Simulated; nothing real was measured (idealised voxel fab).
process module | voxel quadruple lines
cross-section cut | 260 nm wide | cells 5 nm
A cross-section is a grid of square cells, given in bands from the top down. A band is one or more rows of cells.
Each band's line starts with the height of the band's top and of its bottom, in nm. Then come its materials from left to right, each with its width in nm. One material with "throughout" fills the band from edge to edge. "air" is empty space.
Height 0 is the level under which the wafer as received is all one material. The lowest band goes on downwards, as in "0 down".
A width such as "30 to 40" changes by the same amount from each row of cells to the next, from the band's top row to its bottom row.
"no change" after a step means that no cell of the cross-section changed.
closed voids: empty space of 8 cells or more with no open way to the top, each as width x height at its distance from the left edge, in nm
after a step's settings: what the simulator itself notes on the step
overlay nm, on a step with a mask: how far to the right of its planned place the mask lay; to the left if negative
plan
1 op RECEIVE | material Si
2 op CONFORMAL_DEP | material Al2O3 | thk nm 5
3 op DIRECTIONAL_DEP | material Ru | thk nm 10
4 op DIRECTIONAL_DEP | material polySi | thk nm 15
5 op DIRECTIONAL_DEP | material aC | thk nm 25
6 op PATTERN | tone cover | mask id MANDREL | material resist | width nm 30 | pitch nm 80 | thk nm 35 | overlay nm 0
7 op DIRECTIONAL_ETCH | etch materials aC | depth nm 25
8 op STRIP | etch materials resist
9 op CONFORMAL_DEP | material SiO2 | thk nm 10
10 op DIRECTIONAL_ETCH | etch materials SiO2 | depth nm 10
11 op STRIP | etch materials aC
12 op DIRECTIONAL_ETCH | etch materials polySi | depth nm 15
13 op STRIP | etch materials SiO2
14 op CONFORMAL_DEP | material SiCN | thk nm 10
15 op DIRECTIONAL_ETCH | etch materials SiCN | depth nm 10
16 op STRIP | etch materials polySi
17 op DIRECTIONAL_ETCH | etch materials Ru | depth nm 10
18 op STRIP | etch materials SiCN
as received, after step 1
  0 down: Si throughout
  closed voids: none
first wafer at the end, as planned
  15 to 5: air 55 | Ru 10 | air 10 | Ru 10 | air 10 | Ru 10 | air 10 | Ru 10 | air 10 | Ru 10 | air 10 | Ru 10 | air 10 | Ru 10 | air 10 | Ru 10 | air 55
  5 to 0: Al2O3 throughout
  0 down: Si throughout
  closed voids: none
second wafer at the end: like start, like plan, one mistake
  15 to 5: air 45 | Ru 10 | air 10 | Ru 10 | air 10 | Ru 10 | air 10 | Ru 10 | air 10 | Ru 10 | air 10 | Ru 10 | air 10 | Ru 10 | air 10 | Ru 10 | air 65
  5 to 0: Al2O3 throughout
  0 down: Si throughout
  closed voids: none
what went wrong: step 6 ran as: op PATTERN | tone cover | mask id MANDREL | material resist | width nm 30 | pitch nm 80 | thk nm 35 | overlay nm -10
at the end the second wafer has, in cells: as many of each material as the first, in other places
